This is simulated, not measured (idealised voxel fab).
Name of the process module below: voxel spacer lines
For reference, the cross-section in this document is cut, with width 220 nm and square cells of 5 nm.
Throughout this document, each cross-section is represented as a grid of square cells and is presented as a sequence of bands enumerated from the top downward, where a band comprises one or more rows of cells. For a band, the entry starts with two heights in nm, that of the top and then that of the bottom, and carries on with the band's materials in order from left to right, each alongside its width in nm; the word "full width" beside a single material means it fills the band edge to edge, and "air" means empty space. Heights are expressed relative to 0, this being the level below which the as-received wafer comprises one material exclusively. The lowest band is unbounded in the downward direction and is denoted as in "from 0 down". Note: "30..40" means the width goes from the first number (top row of the band) to the second number (bottom row) in equal steps per row of cells. For the purposes of this document, the phrase "remained the same" attached to a step denotes that no cell within the cross-section was modified by that step. Closed-off voids of 8+ cells (no open route to the top) go in "Closed internal voids", written width x height at distance from the left edge, in nm. What comes after the settings on a step's line is commentary from the simulator itself on that step. Regarding "overlay nm": on a step with a mask, it is the distance the mask lay to the right of its planned place; a negative value places it to the left.

Process steps foreseen in the plan
1,RECEIVE (material Si)
2,CONFORMAL_DEP (material Al2O3; thk nm 5)
3,DIRECTIONAL_DEP (material polySi; thk nm 15)
4,DIRECTIONAL_DEP (material aC; thk nm 30)
5,PATTERN (tone cover; mask id MANDREL; material resist; width nm 25; pitch nm 80; thk nm 40; overlay nm 0)
6,DIRECTIONAL_ETCH (etch materials aC; depth nm 30)
7,STRIP (etch materials resist)
8,CONFORMAL_DEP (material SiN; thk nm 15)
9,DIRECTIONAL_ETCH (etch materials SiN; depth nm 15)
10,STRIP (etch materials aC)
11,DIRECTIONAL_ETCH (etch materials polySi; depth nm 15)
12,STRIP (etch materials SiN)

Below: the first of two wafers, run as planned

Incoming wafer in cross-section (state: after step 1)
> from 0 down | Si full width
> Closed internal voids: none

Cross-section of the wafer after step 2
> from 5 to 0 | Al2O3 full width
> Lower than 0, everything is as it was.

Cross-section of the wafer after step 3
> from 20 to 5 | polySi full width
> Lower than 5, everything is as it was.

Cross-section of the wafer after step 4
> from 50 to 20 | aC full width
> Lower than 20, everything is as it was.

Cross-section of the wafer after step 5
> from 90 to 50 | 15 of air, then 25 of resist, then 55 of air, then 25 of resist, then 55 of air, then 25 of resist, then 20 of air
> Lower than 50, everything is as it was.

Cross-section of the wafer after step 6
> from 60 to 50 | 15 of air, then 25 of resist, then 55 of air, then 25 of resist, then 55 of air, then 25 of resist, then 20 of air
> from 50 to 20 | 15 of air, then 25 of aC, then 55 of air, then 25 of aC, then 55 of air, then 25 of aC, then 20 of air
> Lower than 20, everything is as it was.

Cross-section of the wafer after step 7
> from 50 to 20 | 15 of air, then 25 of aC, then 55 of air, then 25 of aC, then 55 of air, then 25 of aC, then 20 of air
> Lower than 20, everything is as it was.

Cross-section of the wafer after step 8
> from 65 to 50 | 55 of SiN, then 25 of air, then 55 of SiN, then 25 of air, then 55 of SiN, then 5 of air
> from 50 to 35 | 15 of SiN, then 25 of aC, then 15 of SiN, then 25 of air, then 15 of SiN, then 25 of aC, then 15 of SiN, then 25 of air, then 15 of SiN, then 25 of aC, then 15 of SiN, then 5 of air
> from 35 to 20 | 15 of SiN, then 25 of aC, then 55 of SiN, then 25 of aC, then 55 of SiN, then 25 of aC, then 20 of SiN
> Lower than 20, everything is as it was.

Cross-section of the wafer after step 9
> from 50 to 20 | 15 of SiN, then 25 of aC, then 15 of SiN, then 25 of air, then 15 of SiN, then 25 of aC, then 15 of SiN, then 25 of air, then 15 of SiN, then 25 of aC, then 15 of SiN, then 5 of air
> Lower than 20, everything is as it was.

Cross-section of the wafer after step 10
> from 50 to 20 | 15 of SiN, then 25 of air, then 15 of SiN, then 25 of air, then 15 of SiN, then 25 of air, then 15 of SiN, then 25 of air, then 15 of SiN, then 25 of air, then 15 of SiN, then 5 of air
> Lower than 20, everything is as it was.

Cross-section of the wafer after step 11
> from 50 to 20 | 15 of SiN, then 25 of air, then 15 of SiN, then 25 of air, then 15 of SiN, then 25 of air, then 15 of SiN, then 25 of air, then 15 of SiN, then 25 of air, then 15 of SiN, then 5 of air
> from 20 to 5 | 15 of polySi, then 25 of air, then 15 of polySi, then 25 of air, then 15 of polySi, then 25 of air, then 15 of polySi, then 25 of air, then 15 of polySi, then 25 of air, then 15 of polySi, then 5 of air
> Lower than 5, everything is as it was.

Cross-section of the wafer after step 12
> from 20 to 5 | 15 of polySi, then 25 of air, then 15 of polySi, then 25 of air, then 15 of polySi, then 25 of air, then 15 of polySi, then 25 of air, then 15 of polySi, then 25 of air, then 15 of polySi, then 5 of air
> Lower than 5, everything is as it was.

Companion wafer, the second of two: same beginning, same intended sequence, one mistake in carrying it out; through step 9 inclusive it tracks the first exactly

Cross-section of the second wafer when, according to plan, step 10 should have finished
> from 50 to 20 | 15 of air, then 25 of aC, then 55 of air, then 25 of aC, then 55 of air, then 25 of aC, then 20 of air
> Lower than 20, everything is as it was.

Cross-section of the second wafer when, according to plan, step 11 should have finished
> from 50 to 20 | 15 of air, then 25 of aC, then 55 of air, then 25 of aC, then 55 of air, then 25 of aC, then 20 of air
> from 20 to 5 | 15 of air, then 25 of polySi, then 55 of air, then 25 of polySi, then 55 of air, then 25 of polySi, then 20 of air
> Lower than 5, everything is as it was.

Cross-section of the second wafer when, according to plan, step 12 should have finished: remained the same
Nonconformance to the process plan: contrary to plan, step 10 was performed as STRIP (etch materials SiN)
End check, counted in cells, second wafer has more or fewer of these materials than the first: 90 more of aC | 9 fewer of polySi
